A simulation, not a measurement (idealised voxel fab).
process module | voxel capacitor over wiring
cross-section cut | 295 nm wide | cells 5 nm
A cross-section is a grid of square cells, given in bands from the top down. A band is one or more rows of cells.
Each band's line starts with the height of the band's top and of its bottom, in nm. Then come its materials from left to right, each with its width in nm. One material with "throughout" fills the band from edge to edge. "air" is empty space.
Height 0 is the level under which the wafer as received is all one material. The lowest band goes on downwards, as in "0 down".
A width such as "30 to 40" changes by the same amount from each row of cells to the next, from the band's top row to its bottom row.
"no change" after a step means that no cell of the cross-section changed.
closed voids: empty space of 8 cells or more with no open way to the top, each as width x height at its distance from the left edge, in nm
after a step's settings: what the simulator itself notes on the step
overlay nm, on a step with a mask: how far to the right of its planned place the mask lay; to the left if negative
plan
1 op RECEIVE | material Si
2 op CONFORMAL_DEP | material SiO2 | thk nm 15
3 op DIRECTIONAL_DEP | material TiN | thk nm 5
4 op DIRECTIONAL_DEP | material W | thk nm 15
5 op PATTERN | tone cover | mask id METAL_1 | material resist | width nm 25 | pitch nm 95 | thk nm 15 | overlay nm 0
6 op DIRECTIONAL_ETCH | etch materials W | depth nm 15
7 op DIRECTIONAL_ETCH | etch materials TiN | depth nm 5
8 op STRIP | etch materials resist
9 op CONFORMAL_DEP | material SiCN | thk nm 5
10 op FILL_DEP | material SiO2 | thk nm 5
11 op CMP | height nm 35
12 op CONFORMAL_DEP | material SiCN | thk nm 5
13 op DIRECTIONAL_DEP | material lowk | thk nm 15
14 op MASKED_ETCH | tone open | mask id PLUG_1 | width nm 15 | etch materials lowk | depth nm 15 | overlay nm 0
15 op MASKED_ETCH | tone open | mask id PLUG_1 | width nm 15 | etch materials SiCN | depth nm 5 | overlay nm 0
16 op CONFORMAL_DEP | material TiN | thk nm 5
17 op FILL_DEP | material Ru | thk nm 5
18 op CMP | height nm 55
19 op DIRECTIONAL_DEP | material TiN | thk nm 5
20 op DIRECTIONAL_DEP | material Al2O3 | thk nm 5
21 op DIRECTIONAL_DEP | material TiN | thk nm 5
22 op DIRECTIONAL_DEP | material aC | thk nm 15
23 op PATTERN | tone cover | mask id UPPER_PLATE | material resist | width nm 75 | thk nm 35 | overlay nm 0
24 op DIRECTIONAL_ETCH | etch materials aC | depth nm 15
25 op STRIP | etch materials resist
26 op DIRECTIONAL_ETCH | etch materials TiN | depth nm 5
27 op DIRECTIONAL_ETCH | etch materials Al2O3 | depth nm 5
28 op STRIP | etch materials aC
29 op DIRECTIONAL_DEP | material aC | thk nm 10
30 op PATTERN | tone cover | mask id LOWER_PLATE | material resist | width nm 85 | thk nm 25 | overlay nm 0
31 op DIRECTIONAL_ETCH | etch materials aC | depth nm 10
32 op STRIP | etch materials resist
33 op DIRECTIONAL_ETCH | etch materials TiN | depth nm 5
34 op STRIP | etch materials aC
35 op FILL_DEP | material SiO2 | thk nm 20
36 op CMP | height nm 85
37 op PATTERN | tone open | mask id PLUG_2 | material resist | width nm 15 | thk nm 20 | overlay nm 0
38 op DIRECTIONAL_ETCH | etch materials SiO2 | depth nm 15
39 op STRIP | etch materials resist
40 op CONFORMAL_DEP | material TiN | thk nm 5
41 op FILL_DEP | material W | thk nm 5
42 op CMP | height nm 85
43 op CONFORMAL_DEP | material SiN | thk nm 5
first wafer, as planned
as received, after step 1
  0 down: Si throughout
  closed voids: none
after step 2
  15 to 0: SiO2 throughout
  below 0: unchanged
after step 3
  20 to 15: TiN throughout
  below 15: unchanged
after step 4
  35 to 20: W throughout
  below 20: unchanged
after step 5
  50 to 35: air 85 | resist 25 | air 70 | resist 25 | air 90
  below 35: unchanged
after step 6
  50 to 35: air 85 | resist 25 | air 70 | resist 25 | air 90
  35 to 20: air 85 | W 25 | air 70 | W 25 | air 90
  below 20: unchanged
after step 7
  50 to 35: air 85 | resist 25 | air 70 | resist 25 | air 90
  35 to 20: air 85 | W 25 | air 70 | W 25 | air 90
  20 to 15: air 85 | TiN 25 | air 70 | TiN 25 | air 90
  below 15: unchanged
after step 8
  35 to 20: air 85 | W 25 | air 70 | W 25 | air 90
  below 20: unchanged
after step 9
  40 to 35: air 80 | SiCN 35 | air 60 | SiCN 35 | air 85
  35 to 20: air 80 | SiCN 5 | W 25 | SiCN 5 | air 60 | SiCN 5 | W 25 | SiCN 5 | air 85
  20 to 15: SiCN 85 | TiN 25 | SiCN 70 | TiN 25 | SiCN 90
  below 15: unchanged
after step 10
  45 to 40: SiO2 throughout
  40 to 35: SiO2 80 | SiCN 35 | SiO2 60 | SiCN 35 | SiO2 85
  35 to 20: SiO2 80 | SiCN 5 | W 25 | SiCN 5 | SiO2 60 | SiCN 5 | W 25 | SiCN 5 | SiO2 85
  below 20: unchanged
after step 11
  35 to 20: SiO2 80 | SiCN 5 | W 25 | SiCN 5 | SiO2 60 | SiCN 5 | W 25 | SiCN 5 | SiO2 85
  below 20: unchanged
after step 12
  40 to 35: SiCN throughout
  below 35: unchanged
after step 13
  55 to 40: lowk throughout
  below 40: unchanged
after step 14
  55 to 40: lowk 95 | air 15 | lowk 185
  below 40: unchanged
after step 15
  55 to 40: lowk 95 | air 15 | lowk 185
  40 to 35: SiCN 95 | air 15 | SiCN 185
  below 35: unchanged
after step 16
  60 to 55: TiN 100 | air 5 | TiN 190
  55 to 40: lowk 95 | TiN 5 | air 5 | TiN 5 | lowk 185
  40 to 35: SiCN 95 | TiN 15 | SiCN 185
  below 35: unchanged
after step 17
  65 to 60: Ru throughout
  60 to 55: TiN 100 | Ru 5 | TiN 190
  55 to 40: lowk 95 | TiN 5 | Ru 5 | TiN 5 | lowk 185
  below 40: unchanged
after step 18
  55 to 40: lowk 95 | TiN 5 | Ru 5 | TiN 5 | lowk 185
  below 40: unchanged
after step 19
  60 to 55: TiN throughout
  below 55: unchanged
after step 20
  65 to 60: Al2O3 throughout
  below 60: unchanged
after step 21
  70 to 65: TiN throughout
  below 65: unchanged
after step 22
  85 to 70: aC throughout
  below 70: unchanged
after step 23
  120 to 85: air 95 | resist 75 | air 125
  below 85: unchanged
after step 24
  105 to 85: air 95 | resist 75 | air 125
  85 to 70: air 95 | aC 75 | air 125
  below 70: unchanged
after step 25
  85 to 70: air 95 | aC 75 | air 125
  below 70: unchanged
after step 26
  85 to 70: air 95 | aC 75 | air 125
  70 to 65: air 95 | TiN 75 | air 125
  below 65: unchanged
after step 27
  85 to 70: air 95 | aC 75 | air 125
  70 to 65: air 95 | TiN 75 | air 125
  65 to 60: air 95 | Al2O3 75 | air 125
  below 60: unchanged
after step 28
  70 to 65: air 95 | TiN 75 | air 125
  below 65: unchanged
after step 29
  80 to 70: air 95 | aC 75 | air 125
  70 to 65: aC 95 | TiN 75 | aC 125
  65 to 60: aC 95 | Al2O3 75 | aC 125
  below 60: unchanged
after step 30
  105 to 80: air 90 | resist 85 | air 120
  80 to 70: air 90 | resist 5 | aC 75 | resist 5 | air 120
  below 70: unchanged
after step 31
  95 to 80: air 90 | resist 85 | air 120
  80 to 70: air 90 | resist 5 | aC 75 | resist 5 | air 120
  70 to 65: air 90 | aC 5 | TiN 75 | aC 5 | air 120
  65 to 60: air 90 | aC 5 | Al2O3 75 | aC 5 | air 120
  below 60: unchanged
after step 32
  80 to 70: air 95 | aC 75 | air 125
  below 70: unchanged
after step 33
  80 to 70: air 95 | aC 75 | air 125
  70 to 65: air 90 | aC 5 | TiN 75 | aC 5 | air 120
  65 to 60: air 90 | aC 5 | Al2O3 75 | aC 5 | air 120
  60 to 55: air 90 | TiN 85 | air 120
  below 55: unchanged
after step 34
  70 to 65: air 95 | TiN 75 | air 125
  65 to 60: air 95 | Al2O3 75 | air 125
  below 60: unchanged
after step 35
  90 to 70: SiO2 throughout
  70 to 65: SiO2 95 | TiN 75 | SiO2 125
  65 to 60: SiO2 95 | Al2O3 75 | SiO2 125
  60 to 55: SiO2 90 | TiN 85 | SiO2 120
  below 55: unchanged
after step 36
  85 to 70: SiO2 throughout
  below 70: unchanged
after step 37
  105 to 85: resist 105 | air 15 | resist 175
  below 85: unchanged
after step 38
  105 to 85: resist 105 | air 15 | resist 175
  85 to 70: SiO2 105 | air 15 | SiO2 175
  below 70: unchanged
after step 39
  85 to 70: SiO2 105 | air 15 | SiO2 175
  below 70: unchanged
after step 40
  90 to 85: TiN 110 | air 5 | TiN 180
  85 to 75: SiO2 105 | TiN 5 | air 5 | TiN 5 | SiO2 175
  75 to 65: SiO2 105 to 95 | TiN 15 to 75 | SiO2 175 to 125
  below 65: unchanged
after step 41
  95 to 90: W throughout
  90 to 85: TiN 110 | W 5 | TiN 180
  85 to 75: SiO2 105 | TiN 5 | W 5 | TiN 5 | SiO2 175
  below 75: unchanged
after step 42
  85 to 75: SiO2 105 | TiN 5 | W 5 | TiN 5 | SiO2 175
  below 75: unchanged
after step 43
  90 to 85: SiN throughout
  below 85: unchanged
second wafer: like start, like plan, one mistake. Through step 22 it matches the first wafer
when step 23 should have ended
  120 to 85: air 105 | resist 75 | air 115
  below 85: unchanged
when step 24 should have ended
  105 to 85: air 105 | resist 75 | air 115
  85 to 70: air 105 | aC 75 | air 115
  below 70: unchanged
when step 25 should have ended
  85 to 70: air 105 | aC 75 | air 115
  below 70: unchanged
when step 26 should have ended
  85 to 70: air 105 | aC 75 | air 115
  70 to 65: air 105 | TiN 75 | air 115
  below 65: unchanged
when step 27 should have ended
  85 to 70: air 105 | aC 75 | air 115
  70 to 65: air 105 | TiN 75 | air 115
  65 to 60: air 105 | Al2O3 75 | air 115
  below 60: unchanged
when step 28 should have ended
  70 to 65: air 105 | TiN 75 | air 115
  below 65: unchanged
when step 29 should have ended
  80 to 70: air 105 | aC 75 | air 115
  70 to 65: aC 105 | TiN 75 | aC 115
  65 to 60: aC 105 | Al2O3 75 | aC 115
  below 60: unchanged
when step 30 should have ended
  105 to 80: air 90 | resist 85 | air 120
  80 to 70: air 90 | resist 15 | aC 75 | air 115
  below 70: unchanged
when step 31 should have ended
  95 to 80: air 90 | resist 85 | air 120
  80 to 70: air 90 | resist 15 | aC 70 | air 120
  70 to 65: air 90 | aC 15 | TiN 75 | air 115
  65 to 60: air 90 | aC 15 | Al2O3 75 | air 115
  below 60: unchanged
when step 32 should have ended
  80 to 70: air 105 | aC 70 | air 120
  below 70: unchanged
when step 33 should have ended
  80 to 70: air 105 | aC 70 | air 120
  70 to 65: air 90 | aC 15 | TiN 70 | air 120
  65 to 60: air 90 | aC 15 | Al2O3 75 | air 115
  60 to 55: air 90 | TiN 90 | air 115
  below 55: unchanged
when step 34 should have ended
  70 to 65: air 105 | TiN 70 | air 120
  65 to 60: air 105 | Al2O3 75 | air 115
  below 60: unchanged
when step 35 should have ended
  90 to 70: SiO2 throughout
  70 to 65: SiO2 105 | TiN 70 | SiO2 120
  65 to 60: SiO2 105 | Al2O3 75 | SiO2 115
  60 to 55: SiO2 90 | TiN 90 | SiO2 115
  below 55: unchanged
when step 36 should have ended
  85 to 70: SiO2 throughout
  below 70: unchanged
when step 37 should have ended
  105 to 85: resist 105 | air 15 | resist 175
  below 85: unchanged
when step 38 should have ended
  105 to 85: resist 105 | air 15 | resist 175
  85 to 70: SiO2 105 | air 15 | SiO2 175
  below 70: unchanged
when step 39 should have ended
  85 to 70: SiO2 105 | air 15 | SiO2 175
  below 70: unchanged
when step 40 should have ended
  90 to 85: TiN 110 | air 5 | TiN 180
  85 to 75: SiO2 105 | TiN 5 | air 5 | TiN 5 | SiO2 175
  75 to 65: SiO2 105 | TiN 15 to 70 | SiO2 175 to 120
  below 65: unchanged
when step 41 should have ended
  95 to 90: W throughout
  90 to 85: TiN 110 | W 5 | TiN 180
  85 to 75: SiO2 105 | TiN 5 | W 5 | TiN 5 | SiO2 175
  below 75: unchanged
when step 42 should have ended
  85 to 75: SiO2 105 | TiN 5 | W 5 | TiN 5 | SiO2 175
  below 75: unchanged
when step 43 should have ended
  90 to 85: SiN throughout
  below 85: unchanged
what went wrong: step 23 ran as: op PATTERN | tone cover | mask id UPPER_PLATE | material resist | width nm 75 | thk nm 35 | overlay nm 10
at the end the second wafer has, in cells: as many of each material as the first, in other places
